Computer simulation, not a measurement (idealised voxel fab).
Name of the process module below: voxel wiring stack
Section cut is 270 nm wide and gridded with 5 nm square cells.
In this document a cross-section is written as a grid of square cells. It is given as a series of bands, listed from the top down, and a band is one or more rows of cells.
The band entry comprises the height of the band's top followed by the height of its bottom, expressed in nm, and subsequently the band's materials from left to right, each stated together with its width in nm. Where a single material is marked with the word "all across", that material fills the band from edge to edge. The word "empty" represents empty space.
The level at which height equals 0 is the one under which the wafer, as it arrives, is entirely one material. No lower edge exists for the bottom band, which continues downward and is notated as in "0 nm and below".
Per-row width for "30..40": begins at first number (top row of band), ends at second number (bottom row), increment between rows held constant.
A step reported as "nothing different" is a step in which no cell of the cross-section changed.
Entry "Enclosed voids" = empty spaces >= 8 cells with no open way to the top; each as width x height at distance, distance from left edge, all nm.
What comes after the settings on a step's line is commentary from the simulator itself on that step.
A step line may carry the setting "overlay nm", which, for steps involving a mask, states the distance by which the mask lay to the right of its intended position; negative values denote displacement to the left.
-- The steps planned for the process are as follows
- 1: RECEIVE (material Si)
- 2: CONFORMAL_DEP (material SiO2; thk nm 15)
- 3: CONFORMAL_DEP (material SiN; thk nm 5)
- 4: DIRECTIONAL_DEP (material lowk; thk nm 15)
- 5: PATTERN (tone open; mask id METAL_1; material resist; width nm 30; pitch nm 60; thk nm 20; overlay nm 0)
- 6: DIRECTIONAL_ETCH (etch materials lowk; depth nm 15)
- 7: DIRECTIONAL_ETCH (etch materials SiN; depth nm 5)
- 8: STRIP (etch materials resist)
- 9: CONFORMAL_DEP (material TiN; thk nm 5)
- 10: FILL_DEP (material Cu; thk nm 5)
- 11: CMP (height nm 35)
- 12: CONFORMAL_DEP (material SiCN; thk nm 5)
- 13: DIRECTIONAL_DEP (material lowk; thk nm 30)
- 14: DIRECTIONAL_DEP (material aC; thk nm 10)
- 15: PATTERN (tone open; mask id METAL_2; material resist; width nm 30; pitch nm 60; thk nm 25; overlay nm 0)
- 16: DIRECTIONAL_ETCH (etch materials aC; depth nm 10)
- 17: STRIP (etch materials resist)
- 18: DIRECTIONAL_ETCH (etch materials lowk; depth nm 20)
- 19: STRIP (etch materials aC)
- 20: MASKED_ETCH (tone open; mask id METAL_2_HOLES; width nm 15; pitch nm 60; etch materials lowk; depth nm 10; overlay nm 0)
- 21: MASKED_ETCH (tone open; mask id METAL_2_HOLES; width nm 15; pitch nm 60; etch materials SiCN; depth nm 5; overlay nm 0)
- 22: CONFORMAL_DEP (material TiN; thk nm 5)
- 23: FILL_DEP (material Cu; thk nm 5)
- 24: CMP (height nm 70)
- 25: CONFORMAL_DEP (material SiCN; thk nm 5)
- 26: DIRECTIONAL_DEP (material lowk; thk nm 30)
- 27: DIRECTIONAL_DEP (material aC; thk nm 10)
- 28: PATTERN (tone open; mask id METAL_3_HOLES; material resist; width nm 15; pitch nm 120; thk nm 25; overlay nm 0)
- 29: DIRECTIONAL_ETCH (etch materials aC; depth nm 10)
- 30: STRIP (etch materials resist)
- 31: DIRECTIONAL_ETCH (etch materials lowk; depth nm 30)
- 32: STRIP (etch materials aC)
- 33: DIRECTIONAL_DEP (material aC; thk nm 10)
- 34: PATTERN (tone open; mask id METAL_3; material resist; width nm 30; pitch nm 60; thk nm 25; overlay nm 0)
- 35: DIRECTIONAL_ETCH (etch materials aC; depth nm 10)
- 36: STRIP (etch materials resist)
- 37: DIRECTIONAL_ETCH (etch materials lowk; depth nm 15)
- 38: DIRECTIONAL_ETCH (etch materials SiCN; depth nm 5)
- 39: STRIP (etch materials aC)
- 40: CONFORMAL_DEP (material TiN; thk nm 5)
- 41: FILL_DEP (material Cu; thk nm 5)
- 42: CMP (height nm 105)
- 43: CONFORMAL_DEP (material SiCN; thk nm 5)
-- Cross-section of the wafer at receipt, which is the condition after step 1
- 0 nm and below | Si all across
- Enclosed voids: none
-- Sectioned view, first of two wafers, at the close of the module, processed as intended in the plan
- 110 nm to 105 nm | SiCN all across
- 105 nm to 95 nm | lowk=30, then TiN=5, then Cu=20, then TiN=5, then lowk=30, then TiN=5, then Cu=20, then TiN=5, then lowk=30, then TiN=5, then Cu=20, then TiN=5, then lowk=30, then TiN=5, then Cu=20, then TiN=5, then lowk=30
- 95 nm to 90 nm | lowk=30, then TiN=5, then Cu=5, then TiN=20, then lowk=30, then TiN=30, then lowk=30, then TiN=5, then Cu=5, then TiN=20, then lowk=30, then TiN=30, then lowk=30
- 90 nm to 75 nm | lowk=30, then TiN=5, then Cu=5, then TiN=5, then lowk=105, then TiN=5, then Cu=5, then TiN=5, then lowk=105
- 75 nm to 70 nm | SiCN=30, then TiN=15, then SiCN=105, then TiN=15, then SiCN=105
- 70 nm to 55 nm | lowk=30, then TiN=5, then Cu=20, then TiN=5, then lowk=30, then TiN=5, then Cu=20, then TiN=5, then lowk=30, then TiN=5, then Cu=20, then TiN=5, then lowk=30, then TiN=5, then Cu=20, then TiN=5, then lowk=30
- 55 nm to 50 nm | lowk=30, then TiN=5, then Cu=5, then TiN=20, then lowk=30, then TiN=5, then Cu=5, then TiN=20, then lowk=30, then TiN=5, then Cu=5, then TiN=20, then lowk=30, then TiN=5, then Cu=5, then TiN=20, then lowk=30
- 50 nm to 40 nm | lowk=30, then TiN=5, then Cu=5, then TiN=5, then lowk=45, then TiN=5, then Cu=5, then TiN=5, then lowk=45, then TiN=5, then Cu=5, then TiN=5, then lowk=45, then TiN=5, then Cu=5, then TiN=5, then lowk=45
- 40 nm to 35 nm | SiCN=30, then TiN=15, then SiCN=45, then TiN=15, then SiCN=45, then TiN=15, then SiCN=45, then TiN=15, then SiCN=45
- 35 nm to 20 nm | lowk=30, then TiN=5, then Cu=20, then TiN=5, then lowk=30, then TiN=5, then Cu=20, then TiN=5, then lowk=30, then TiN=5, then Cu=20, then TiN=5, then lowk=30, then TiN=5, then Cu=20, then TiN=5, then lowk=30
- 20 nm to 15 nm | SiN=30, then TiN=30, then SiN=30, then TiN=30, then SiN=30, then TiN=30, then SiN=30, then TiN=30, then SiN=30
- 15 nm to 0 nm | SiO2 all across
- 0 nm and below | Si all across
- Enclosed voids: none
-- Module end: cross-section of wafer two of two. Same start and process plan as the first wafer. One mistake during execution
- 110 nm to 105 nm | SiCN all across
- 105 nm to 75 nm | lowk=30, then TiN=5, then Cu=20, then TiN=5, then lowk=30, then TiN=5, then Cu=20, then TiN=5, then lowk=30, then TiN=5, then Cu=20, then TiN=5, then lowk=30, then TiN=5, then Cu=20, then TiN=5, then lowk=30
- 75 nm to 70 nm | SiCN=30, then TiN=30, then SiCN=30, then TiN=30, then SiCN=30, then TiN=30, then SiCN=30, then TiN=30, then SiCN=30
- 70 nm to 55 nm | lowk=30, then TiN=5, then Cu=20, then TiN=5, then lowk=30, then TiN=5, then Cu=20, then TiN=5, then lowk=30, then TiN=5, then Cu=20, then TiN=5, then lowk=30, then TiN=5, then Cu=20, then TiN=5, then lowk=30
- 55 nm to 50 nm | lowk=30, then TiN=5, then Cu=5, then TiN=20, then lowk=30, then TiN=5, then Cu=5, then TiN=20, then lowk=30, then TiN=5, then Cu=5, then TiN=20, then lowk=30, then TiN=5, then Cu=5, then TiN=20, then lowk=30
- 50 nm to 40 nm | lowk=30, then TiN=5, then Cu=5, then TiN=5, then lowk=45, then TiN=5, then Cu=5, then TiN=5, then lowk=45, then TiN=5, then Cu=5, then TiN=5, then lowk=45, then TiN=5, then Cu=5, then TiN=5, then lowk=45
- 40 nm to 35 nm | SiCN=30, then TiN=15, then SiCN=45, then TiN=15, then SiCN=45, then TiN=15, then SiCN=45, then TiN=15, then SiCN=45
- 35 nm to 20 nm | lowk=30, then TiN=5, then Cu=20, then TiN=5, then lowk=30, then TiN=5, then Cu=20, then TiN=5, then lowk=30, then TiN=5, then Cu=20, then TiN=5, then lowk=30, then TiN=5, then Cu=20, then TiN=5, then lowk=30
- 20 nm to 15 nm | SiN=30, then TiN=30, then SiN=30, then TiN=30, then SiN=30, then TiN=30, then SiN=30, then TiN=30, then SiN=30
- 15 nm to 0 nm | SiO2 all across
- 0 nm and below | Si all across
- Enclosed voids: none
Nonconformance to the process plan: the plan's step 37 ran twice
It is noted that, at the conclusion of processing, the second wafer exhibits a higher or lower cell count for certain materials relative to the first: 56 more of Cu, 18 fewer of SiCN, 16 more of TiN, 54 fewer of lowk
